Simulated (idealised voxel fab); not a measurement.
Process module heading - voxel wiring stack
Shown is cross-section cut, with a width of 230 nm and square cells of size 5 nm.
When this document writes out a cross-section, it uses a grid of square cells and lists it as bands, beginning at the top and moving down, with a band standing for one or more rows of cells. Top height, bottom height, nm. Materials left to right, width each, nm. Single material + "all across" = fills band edge to edge. "empty" = empty. Ref level 0: as-received wafer is one material below here. Bottom band extends down with no lower bound ("0..down"). Quick explanation for "30->40": the width changes in equal steps down the rows of cells, from the first number in the band's top row to the second number in its bottom row. Basically "no alteration" means that step didn't change any cell in the cross-section. "Listed closed voids": empty spaces of 8 cells or more with no open way to the top, each given as width x height at distance, distance from the left edge, all in nm. Anything after a step's settings on that line? It's the simulator's own note about the step. Each step line may optionally specify "overlay nm", which for a step with a mask gives the rightward distance between the mask's planned place and where it lay, a negative value indicating the leftward direction.

So here's the lineup of process steps we planned
1. op RECEIVE | material Si
2. op CONFORMAL_DEP | material SiO2 | thk nm 10
3. op DIRECTIONAL_DEP | material TiN | thk nm 5
4. op DIRECTIONAL_DEP | material W | thk nm 15
5. op MASKED_ETCH | tone cover | mask id METAL_1 | width nm 30 | pitch nm 60 | etch materials W | depth nm 15 | overlay nm 0
6. op MASKED_ETCH | tone cover | mask id METAL_1 | width nm 30 | pitch nm 60 | etch materials TiN | depth nm 5 | overlay nm 0
7. op FILL_DEP | material SiO2 | thk nm 5
8. op CMP | height nm 30
9. op CONFORMAL_DEP | material SiCN | thk nm 5
10. op DIRECTIONAL_DEP | material SiO2 | thk nm 25
11. op DIRECTIONAL_DEP | material aC | thk nm 10
12. op PATTERN | tone open | mask id METAL_2_HOLES | material resist | width nm 15 | pitch nm 60 | thk nm 25 | overlay nm 0
13. op DIRECTIONAL_ETCH | etch materials aC | depth nm 10
14. op STRIP | etch materials resist
15. op DIRECTIONAL_ETCH | etch materials SiO2 | depth nm 25
16. op STRIP | etch materials aC
17. op PATTERN | tone open | mask id METAL_2 | material resist | width nm 30 | pitch nm 60 | thk nm 20 | overlay nm 0
18. op DIRECTIONAL_ETCH | etch materials SiO2 | depth nm 15
19. op DIRECTIONAL_ETCH | etch materials SiCN | depth nm 5
20. op STRIP | etch materials resist
21. op CONFORMAL_DEP | material TiN | thk nm 5
22. op FILL_DEP | material Cu | thk nm 5
23. op CMP | height nm 60
24. op CONFORMAL_DEP | material SiCN | thk nm 5

First of the two wafers, run per plan

Cross-section of the wafer upon arrival, representing the state reached after step 1
0..down  Si all across
Listed closed voids: none

Cross-section of the wafer subsequent to step 2
10..0  SiO2 all across
At heights below 0, the structure remains unaltered.

Cross-section of the wafer subsequent to step 3
15..10  TiN all across
At heights below 10, the structure remains unaltered.

Cross-section of the wafer subsequent to step 4
30..15  W all across
At heights below 15, the structure remains unaltered.

Cross-section of the wafer subsequent to step 5
30..15  empty 40 nm / W 30 nm / empty 30 nm / W 30 nm / empty 30 nm / W 30 nm / empty 40 nm
At heights below 15, the structure remains unaltered.

Cross-section of the wafer subsequent to step 6
30..15  empty 40 nm / W 30 nm / empty 30 nm / W 30 nm / empty 30 nm / W 30 nm / empty 40 nm
15..10  empty 40 nm / TiN 30 nm / empty 30 nm / TiN 30 nm / empty 30 nm / TiN 30 nm / empty 40 nm
At heights below 10, the structure remains unaltered.

Cross-section of the wafer subsequent to step 7
35..30  SiO2 all across
30..15  SiO2 40 nm / W 30 nm / SiO2 30 nm / W 30 nm / SiO2 30 nm / W 30 nm / SiO2 40 nm
15..10  SiO2 40 nm / TiN 30 nm / SiO2 30 nm / TiN 30 nm / SiO2 30 nm / TiN 30 nm / SiO2 40 nm
At heights below 10, the structure remains unaltered.

Cross-section of the wafer subsequent to step 8
30..15  SiO2 40 nm / W 30 nm / SiO2 30 nm / W 30 nm / SiO2 30 nm / W 30 nm / SiO2 40 nm
At heights below 15, the structure remains unaltered.

Cross-section of the wafer subsequent to step 9
35..30  SiCN all across
At heights below 30, the structure remains unaltered.

Cross-section of the wafer subsequent to step 10
60..35  SiO2 all across
At heights below 35, the structure remains unaltered.

Cross-section of the wafer subsequent to step 11
70..60  aC all across
At heights below 60, the structure remains unaltered.

Cross-section of the wafer subsequent to step 12
95..70  resist 40 nm / empty 15 nm / resist 45 nm / empty 15 nm / resist 45 nm / empty 15 nm / resist 55 nm
At heights below 70, the structure remains unaltered.

Cross-section of the wafer subsequent to step 13
85..70  resist 40 nm / empty 15 nm / resist 45 nm / empty 15 nm / resist 45 nm / empty 15 nm / resist 55 nm
70..60  aC 40 nm / empty 15 nm / aC 45 nm / empty 15 nm / aC 45 nm / empty 15 nm / aC 55 nm
At heights below 60, the structure remains unaltered.

Cross-section of the wafer subsequent to step 14
70..60  aC 40 nm / empty 15 nm / aC 45 nm / empty 15 nm / aC 45 nm / empty 15 nm / aC 55 nm
At heights below 60, the structure remains unaltered.

Cross-section of the wafer subsequent to step 15
70..60  aC 40 nm / empty 15 nm / aC 45 nm / empty 15 nm / aC 45 nm / empty 15 nm / aC 55 nm
60..35  SiO2 40 nm / empty 15 nm / SiO2 45 nm / empty 15 nm / SiO2 45 nm / empty 15 nm / SiO2 55 nm
At heights below 35, the structure remains unaltered.

Cross-section of the wafer subsequent to step 16
60..35  SiO2 40 nm / empty 15 nm / SiO2 45 nm / empty 15 nm / SiO2 45 nm / empty 15 nm / SiO2 55 nm
At heights below 35, the structure remains unaltered.

Cross-section of the wafer subsequent to step 17
80..60  resist 40 nm / empty 30 nm / resist 30 nm / empty 30 nm / resist 30 nm / empty 30 nm / resist 40 nm
At heights below 60, the structure remains unaltered.

Cross-section of the wafer subsequent to step 18
80..60  resist 40 nm / empty 30 nm / resist 30 nm / empty 30 nm / resist 30 nm / empty 30 nm / resist 40 nm
60..45  SiO2 40 nm / empty 30 nm / SiO2 30 nm / empty 30 nm / SiO2 30 nm / empty 30 nm / SiO2 40 nm
At heights below 45, the structure remains unaltered.

Cross-section of the wafer subsequent to step 19
80..60  resist 40 nm / empty 30 nm / resist 30 nm / empty 30 nm / resist 30 nm / empty 30 nm / resist 40 nm
60..45  SiO2 40 nm / empty 30 nm / SiO2 30 nm / empty 30 nm / SiO2 30 nm / empty 30 nm / SiO2 40 nm
45..35  SiO2 40 nm / empty 15 nm / SiO2 45 nm / empty 15 nm / SiO2 45 nm / empty 15 nm / SiO2 55 nm
35..30  SiCN 40 nm / empty 15 nm / SiCN 45 nm / empty 15 nm / SiCN 45 nm / empty 15 nm / SiCN 55 nm
At heights below 30, the structure remains unaltered.

Cross-section of the wafer subsequent to step 20
60..45  SiO2 40 nm / empty 30 nm / SiO2 30 nm / empty 30 nm / SiO2 30 nm / empty 30 nm / SiO2 40 nm
At heights below 45, the structure remains unaltered.

Cross-section of the wafer subsequent to step 21
65..60  TiN 45 nm / empty 20 nm / TiN 40 nm / empty 20 nm / TiN 40 nm / empty 20 nm / TiN 45 nm
60..50  SiO2 40 nm / TiN 5 nm / empty 20 nm / TiN 5 nm / SiO2 30 nm / TiN 5 nm / empty 20 nm / TiN 5 nm / SiO2 30 nm / TiN 5 nm / empty 20 nm / TiN 5 nm / SiO2 40 nm
50..45  SiO2 40 nm / TiN 5 nm / empty 5 nm / TiN 20 nm / SiO2 30 nm / TiN 5 nm / empty 5 nm / TiN 20 nm / SiO2 30 nm / TiN 5 nm / empty 5 nm / TiN 20 nm / SiO2 40 nm
45..35  SiO2 40 nm / TiN 5 nm / empty 5 nm / TiN 5 nm / SiO2 45 nm / TiN 5 nm / empty 5 nm / TiN 5 nm / SiO2 45 nm / TiN 5 nm / empty 5 nm / TiN 5 nm / SiO2 55 nm
35..30  SiCN 40 nm / TiN 15 nm / SiCN 45 nm / TiN 15 nm / SiCN 45 nm / TiN 15 nm / SiCN 55 nm
At heights below 30, the structure remains unaltered.

Cross-section of the wafer subsequent to step 22
70..65  Cu all across
65..60  TiN 45 nm / Cu 20 nm / TiN 40 nm / Cu 20 nm / TiN 40 nm / Cu 20 nm / TiN 45 nm
60..50  SiO2 40 nm / TiN 5 nm / Cu 20 nm / TiN 5 nm / SiO2 30 nm / TiN 5 nm / Cu 20 nm / TiN 5 nm / SiO2 30 nm / TiN 5 nm / Cu 20 nm / TiN 5 nm / SiO2 40 nm
50..45  SiO2 40 nm / TiN 5 nm / Cu 5 nm / TiN 20 nm / SiO2 30 nm / TiN 5 nm / Cu 5 nm / TiN 20 nm / SiO2 30 nm / TiN 5 nm / Cu 5 nm / TiN 20 nm / SiO2 40 nm
45..35  SiO2 40 nm / TiN 5 nm / Cu 5 nm / TiN 5 nm / SiO2 45 nm / TiN 5 nm / Cu 5 nm / TiN 5 nm / SiO2 45 nm / TiN 5 nm / Cu 5 nm / TiN 5 nm / SiO2 55 nm
At heights below 35, the structure remains unaltered.

Cross-section of the wafer subsequent to step 23
60..50  SiO2 40 nm / TiN 5 nm / Cu 20 nm / TiN 5 nm / SiO2 30 nm / TiN 5 nm / Cu 20 nm / TiN 5 nm / SiO2 30 nm / TiN 5 nm / Cu 20 nm / TiN 5 nm / SiO2 40 nm
At heights below 50, the structure remains unaltered.

Cross-section of the wafer subsequent to step 24
65..60  SiCN all across
At heights below 60, the structure remains unaltered.

The second wafer began exactly as the first did and followed the same plan, but one mistake was made while running it; through step 16 inclusive, the two wafers are identical

X-section, second wafer, when step 17 was due to finish
80..60  resist 35 nm / empty 40 nm / resist 20 nm / empty 40 nm / resist 20 nm / empty 40 nm / resist 35 nm
At heights below 60, the structure remains unaltered.

X-section, second wafer, when step 18 was due to finish
80..60  resist 35 nm / empty 40 nm / resist 20 nm / empty 40 nm / resist 20 nm / empty 40 nm / resist 35 nm
60..45  SiO2 35 nm / empty 40 nm / SiO2 20 nm / empty 40 nm / SiO2 20 nm / empty 40 nm / SiO2 35 nm
At heights below 45, the structure remains unaltered.

X-section, second wafer, when step 19 was due to finish
80..60  resist 35 nm / empty 40 nm / resist 20 nm / empty 40 nm / resist 20 nm / empty 40 nm / resist 35 nm
60..45  SiO2 35 nm / empty 40 nm / SiO2 20 nm / empty 40 nm / SiO2 20 nm / empty 40 nm / SiO2 35 nm
45..35  SiO2 40 nm / empty 15 nm / SiO2 45 nm / empty 15 nm / SiO2 45 nm / empty 15 nm / SiO2 55 nm
35..30  SiCN 40 nm / empty 15 nm / SiCN 45 nm / empty 15 nm / SiCN 45 nm / empty 15 nm / SiCN 55 nm
At heights below 30, the structure remains unaltered.

X-section, second wafer, when step 20 was due to finish
60..45  SiO2 35 nm / empty 40 nm / SiO2 20 nm / empty 40 nm / SiO2 20 nm / empty 40 nm / SiO2 35 nm
At heights below 45, the structure remains unaltered.

X-section, second wafer, when step 21 was due to finish
65..60  TiN 40 nm / empty 30 nm / TiN 30 nm / empty 30 nm / TiN 30 nm / empty 30 nm / TiN 40 nm
60..50  SiO2 35 nm / TiN 5 nm / empty 30 nm / TiN 5 nm / SiO2 20 nm / TiN 5 nm / empty 30 nm / TiN 5 nm / SiO2 20 nm / TiN 5 nm / empty 30 nm / TiN 5 nm / SiO2 35 nm
50..45  SiO2 35 nm / TiN 10 nm / empty 5 nm / TiN 25 nm / SiO2 20 nm / TiN 10 nm / empty 5 nm / TiN 25 nm / SiO2 20 nm / TiN 10 nm / empty 5 nm / TiN 25 nm / SiO2 35 nm
45..35  SiO2 40 nm / TiN 5 nm / empty 5 nm / TiN 5 nm / SiO2 45 nm / TiN 5 nm / empty 5 nm / TiN 5 nm / SiO2 45 nm / TiN 5 nm / empty 5 nm / TiN 5 nm / SiO2 55 nm
35..30  SiCN 40 nm / TiN 15 nm / SiCN 45 nm / TiN 15 nm / SiCN 45 nm / TiN 15 nm / SiCN 55 nm
At heights below 30, the structure remains unaltered.

X-section, second wafer, when step 22 was due to finish
70..65  Cu all across
65..60  TiN 40 nm / Cu 30 nm / TiN 30 nm / Cu 30 nm / TiN 30 nm / Cu 30 nm / TiN 40 nm
60..50  SiO2 35 nm / TiN 5 nm / Cu 30 nm / TiN 5 nm / SiO2 20 nm / TiN 5 nm / Cu 30 nm / TiN 5 nm / SiO2 20 nm / TiN 5 nm / Cu 30 nm / TiN 5 nm / SiO2 35 nm
50..45  SiO2 35 nm / TiN 10 nm / Cu 5 nm / TiN 25 nm / SiO2 20 nm / TiN 10 nm / Cu 5 nm / TiN 25 nm / SiO2 20 nm / TiN 10 nm / Cu 5 nm / TiN 25 nm / SiO2 35 nm
45..35  SiO2 40 nm / TiN 5 nm / Cu 5 nm / TiN 5 nm / SiO2 45 nm / TiN 5 nm / Cu 5 nm / TiN 5 nm / SiO2 45 nm / TiN 5 nm / Cu 5 nm / TiN 5 nm / SiO2 55 nm
At heights below 35, the structure remains unaltered.

X-section, second wafer, when step 23 was due to finish
60..50  SiO2 35 nm / TiN 5 nm / Cu 30 nm / TiN 5 nm / SiO2 20 nm / TiN 5 nm / Cu 30 nm / TiN 5 nm / SiO2 20 nm / TiN 5 nm / Cu 30 nm / TiN 5 nm / SiO2 35 nm
At heights below 50, the structure remains unaltered.

X-section, second wafer, when step 24 was due to finish
65..60  SiCN all across
At heights below 60, the structure remains unaltered.
Finding, execution versus plan: step 17 ran as: op PATTERN | tone open | mask id METAL_2 | material resist | width nm 40 | pitch nm 60 | thk nm 20 | overlay nm 0
Count the cells at the end and the second wafer has more or fewer of some materials than the first: 12 more of Cu | 18 fewer of SiO2 | 6 more of TiN
